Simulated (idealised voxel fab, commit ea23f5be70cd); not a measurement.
Module name: voxel trench capacitor (process module)
FYI the section here is cut, 280 nm wide, cells are 5 nm squares.
Just so we're on the same page, the cross-sections are grids of square cells, and they're listed out in bands top to bottom, each band one or more rows deep.
Quick guide to a band line: top height, bottom height (nm) up front; then every material left to right with its width in nm. Only one material and it's marked "throughout"? Then it fills the band edge to edge. And "empty" just means empty space.
Heads up on the height convention: 0 is the point under which the incoming wafer is all one material, and the lowest band has no bottom, it just keeps going down, like "z 0 and below".
A width such as "30 to 40" changes by the same amount from each row of cells to the next, from the band's top row to its bottom row.
Step note "all unchanged" = no cross-section cell changed.
Listed in "Sealed void inventory": every empty space of 8 or more cells without an open way to the top. Form: width x height at distance, the distance being from the left edge, all in nm.
Post-settings text on a step line: simulator's own remark regarding the step.
"overlay nm" answers the question of how far to the right of plan the mask lay on a step that has a mask, and when it is negative the answer is to the left.

### The planned process steps are enumerated hereunder
1,RECEIVE,material Si
2,CONFORMAL_DEP,material SiN,thk nm 10
3,MASKED_ETCH,tone open,mask id TRENCH,width nm 20,pitch nm 40,etch materials SiN,depth nm 10,overlay nm 0
4,MASKED_ETCH,tone open,mask id TRENCH,width nm 20,pitch nm 40,etch materials Si,depth nm 40,overlay nm 0
5,CONFORMAL_DEP,material SiO2,thk nm 5
6,FILL_DEP,material polySi,thk nm 10
7,CMP,height nm 10

### First wafer of two (run as planned)

### Cross-section of the wafer upon arrival, representing the state reached after step 1
    z 0 and below | Si throughout
    Sealed void inventory: none

### Wafer after step 2 (cross-section)
    z 10 to 0 | SiN throughout
    No changes below 0.

### Wafer after step 3 (cross-section)
    z 10 to 0 | SiN=90; empty=20; SiN=20; empty=20; SiN=20; empty=20; SiN=90
    No changes below 0.

### Wafer after step 4 (cross-section)
    z 10 to 0 | SiN=90; empty=20; SiN=20; empty=20; SiN=20; empty=20; SiN=90
    z 0 to -40 | Si=90; empty=20; Si=20; empty=20; Si=20; empty=20; Si=90
    No changes below -40.

### Wafer after step 5 (cross-section)
    z 15 to 10 | SiO2=95; empty=10; SiO2=30; empty=10; SiO2=30; empty=10; SiO2=95
    z 10 to 0 | SiN=90; SiO2=5; empty=10; SiO2=5; SiN=20; SiO2=5; empty=10; SiO2=5; SiN=20; SiO2=5; empty=10; SiO2=5; SiN=90
    z 0 to -35 | Si=90; SiO2=5; empty=10; SiO2=5; Si=20; SiO2=5; empty=10; SiO2=5; Si=20; SiO2=5; empty=10; SiO2=5; Si=90
    z -35 to -40 | Si=90; SiO2=20; Si=20; SiO2=20; Si=20; SiO2=20; Si=90
    No changes below -40.

### Wafer after step 6 (cross-section)
    z 25 to 15 | polySi throughout
    z 15 to 10 | SiO2=95; polySi=10; SiO2=30; polySi=10; SiO2=30; polySi=10; SiO2=95
    z 10 to 0 | SiN=90; SiO2=5; polySi=10; SiO2=5; SiN=20; SiO2=5; polySi=10; SiO2=5; SiN=20; SiO2=5; polySi=10; SiO2=5; SiN=90
    z 0 to -35 | Si=90; SiO2=5; polySi=10; SiO2=5; Si=20; SiO2=5; polySi=10; SiO2=5; Si=20; SiO2=5; polySi=10; SiO2=5; Si=90
    No changes below -35.

### Wafer after step 7 (cross-section)
    z 10 to 0 | SiN=90; SiO2=5; polySi=10; SiO2=5; SiN=20; SiO2=5; polySi=10; SiO2=5; SiN=20; SiO2=5; polySi=10; SiO2=5; SiN=90
    No changes below 0.

### The second wafer: identical to the first at the outset and in its planned sequence, differing only in that one mistake was made during processing; up to and including step 6, its path is the first wafer's path

Second wafer, cut view, end of step 7 per plan: all unchanged
Misprocessing identified: step 7 of the plan was omitted and not executed
Wrapping up, a cell-based count of both wafers puts the second over or under the first for these materials: SiO2 +50 | polySi +118
